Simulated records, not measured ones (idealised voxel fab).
Herein follows the process module entitled voxel released beams.
Pictured: cross-section cut, 235 nm wide, on a grid of 5 nm square cells.
How to read a cross-section here: the picture is a grid of square cells, written as bands going from the top down, and any band can span one or more rows of cells. First you get the band's top height and its bottom height, in nm, and then the materials it's made of, left to right, with each width in nm. If you see a single material with "full width", that one covers the band edge to edge. "blank" is empty space. Beneath 0, the wafer as received is one material, and that level is where height counting begins. The lowest band goes on downward without a bottom; it is written like "from 0 down". With a width like "30->40", each row of cells in the band differs from the next by the same amount, the top row carrying the first number and the bottom row the second. Where a step carries "everything unchanged", the cross-section came out of it unchanged, cell for cell. The label "Entrapped voids" introduces a list of the empty spaces, 8 cells or larger, that have no open way up to the top; each entry in it reads width x height at distance, where the distance is taken from the left edge and all three are stated in nm. It should be noted that, on the line of a given step, the content following the step's settings is a remark produced by the simulator itself with respect to that step. Regarding "overlay nm": on a step with a mask, it is the distance the mask lay to the right of its planned place; a negative value places it to the left.
## The process steps that were planned are listed below
1 RECEIVE [material Si]
2 CONFORMAL_DEP [material Al2O3] [thk nm 5]
3 DIRECTIONAL_DEP [material SiO2] [thk nm 20]
4 MASKED_ETCH [tone open] [mask id ANCHOR] [width nm 25] [etch materials SiO2] [depth nm 20] [overlay nm 0]
5 CONFORMAL_DEP [material W] [thk nm 10]
6 DIRECTIONAL_DEP [material aC] [thk nm 10]
7 PATTERN [tone cover] [mask id BEAM] [material resist] [width nm 80] [thk nm 25] [overlay nm 0]
8 DIRECTIONAL_ETCH [etch materials aC] [depth nm 10]
9 STRIP [etch materials resist]
10 DIRECTIONAL_ETCH [etch materials W] [depth nm 10]
11 STRIP [etch materials aC]
12 STRIP [etch materials SiO2]
## On the first of the two wafers: run conducted according to plan
## Delivered wafer in cross-section: state after step 1
	from 0 down = Si full width
	Entrapped voids: none
## The following cross-section depicts the wafer upon completion of step 2
	from 5 to 0 = Al2O3 full width
	At heights below 0, the structure remains unaltered.
## The following cross-section depicts the wafer upon completion of step 3
	from 25 to 5 = SiO2 full width
	At heights below 5, the structure remains unaltered.
## The following cross-section depicts the wafer upon completion of step 4
	from 25 to 5 = SiO2 (80)  blank (25)  SiO2 (130)
	At heights below 5, the structure remains unaltered.
## The following cross-section depicts the wafer upon completion of step 5
	from 35 to 25 = W (90)  blank (5)  W (140)
	from 25 to 15 = SiO2 (80)  W (10)  blank (5)  W (10)  SiO2 (130)
	from 15 to 5 = SiO2 (80)  W (25)  SiO2 (130)
	At heights below 5, the structure remains unaltered.
## The following cross-section depicts the wafer upon completion of step 6
	from 45 to 35 = aC (90)  blank (5)  aC (140)
	from 35 to 25 = W (90)  blank (5)  W (140)
	from 25 to 15 = SiO2 (80)  W (10)  aC (5)  W (10)  SiO2 (130)
	At heights below 15, the structure remains unaltered.
## The following cross-section depicts the wafer upon completion of step 7
	from 70 to 45 = blank (75)  resist (80)  blank (80)
	from 45 to 35 = aC (90)  resist (5)  aC (140)
	from 35 to 25 = W (90)  resist (5)  W (140)
	At heights below 25, the structure remains unaltered.
## The following cross-section depicts the wafer upon completion of step 8
	from 60 to 45 = blank (75)  resist (80)  blank (80)
	from 45 to 35 = blank (75)  aC (15)  resist (5)  aC (60)  blank (80)
	At heights below 35, the structure remains unaltered.
## The following cross-section depicts the wafer upon completion of step 9
	from 45 to 35 = blank (75)  aC (15)  blank (5)  aC (60)  blank (80)
	from 35 to 25 = W (90)  blank (5)  W (140)
	At heights below 25, the structure remains unaltered.
## The following cross-section depicts the wafer upon completion of step 10
	from 45 to 35 = blank (75)  aC (15)  blank (5)  aC (60)  blank (80)
	from 35 to 25 = blank (75)  W (15)  blank (5)  W (60)  blank (80)
	At heights below 25, the structure remains unaltered.
## The following cross-section depicts the wafer upon completion of step 11
	from 35 to 25 = blank (75)  W (15)  blank (5)  W (60)  blank (80)
	from 25 to 15 = SiO2 (80)  W (10)  blank (5)  W (10)  SiO2 (130)
	At heights below 15, the structure remains unaltered.
## The following cross-section depicts the wafer upon completion of step 12
	from 35 to 25 = blank (75)  W (15)  blank (5)  W (60)  blank (80)
	from 25 to 15 = blank (80)  W (10)  blank (5)  W (10)  blank (130)
	from 15 to 5 = blank (80)  W (25)  blank (130)
	At heights below 5, the structure remains unaltered.
## Wafer two. Same start, same plan, one slip in execution. Same as wafer one through step 3, inclusive
## At the planned end of step 4, the second wafer in cross-section
	from 25 to 5 = SiO2 (90)  blank (25)  SiO2 (120)
	At heights below 5, the structure remains unaltered.
## At the planned end of step 5, the second wafer in cross-section
	from 35 to 25 = W (100)  blank (5)  W (130)
	from 25 to 15 = SiO2 (90)  W (10)  blank (5)  W (10)  SiO2 (120)
	from 15 to 5 = SiO2 (90)  W (25)  SiO2 (120)
	At heights below 5, the structure remains unaltered.
## At the planned end of step 6, the second wafer in cross-section
	from 45 to 35 = aC (100)  blank (5)  aC (130)
	from 35 to 25 = W (100)  blank (5)  W (130)
	from 25 to 15 = SiO2 (90)  W (10)  aC (5)  W (10)  SiO2 (120)
	At heights below 15, the structure remains unaltered.
## At the planned end of step 7, the second wafer in cross-section
	from 70 to 45 = blank (75)  resist (80)  blank (80)
	from 45 to 35 = aC (100)  resist (5)  aC (130)
	from 35 to 25 = W (100)  resist (5)  W (130)
	At heights below 25, the structure remains unaltered.
## At the planned end of step 8, the second wafer in cross-section
	from 60 to 45 = blank (75)  resist (80)  blank (80)
	from 45 to 35 = blank (75)  aC (25)  resist (5)  aC (50)  blank (80)
	At heights below 35, the structure remains unaltered.
## At the planned end of step 9, the second wafer in cross-section
	from 45 to 35 = blank (75)  aC (25)  blank (5)  aC (50)  blank (80)
	from 35 to 25 = W (100)  blank (5)  W (130)
	At heights below 25, the structure remains unaltered.
## At the planned end of step 10, the second wafer in cross-section
	from 45 to 35 = blank (75)  aC (25)  blank (5)  aC (50)  blank (80)
	from 35 to 25 = blank (75)  W (25)  blank (5)  W (50)  blank (80)
	At heights below 25, the structure remains unaltered.
## At the planned end of step 11, the second wafer in cross-section
	from 35 to 25 = blank (75)  W (25)  blank (5)  W (50)  blank (80)
	from 25 to 15 = SiO2 (90)  W (10)  blank (5)  W (10)  SiO2 (120)
	At heights below 15, the structure remains unaltered.
## At the planned end of step 12, the second wafer in cross-section
	from 35 to 25 = blank (75)  W (25)  blank (5)  W (50)  blank (80)
	from 25 to 15 = blank (90)  W (10)  blank (5)  W (10)  blank (120)
	from 15 to 5 = blank (90)  W (25)  blank (120)
	At heights below 5, the structure remains unaltered.
So what did we get wrong on this run? off-plan run, step 4, actual operation and settings MASKED_ETCH [tone open] [mask id ANCHOR] [width nm 25] [etch materials SiO2] [depth nm 20] [overlay nm 10]
So at the finish, the second wafer's got exactly as many cells of each material as the first, just not in the same spots.
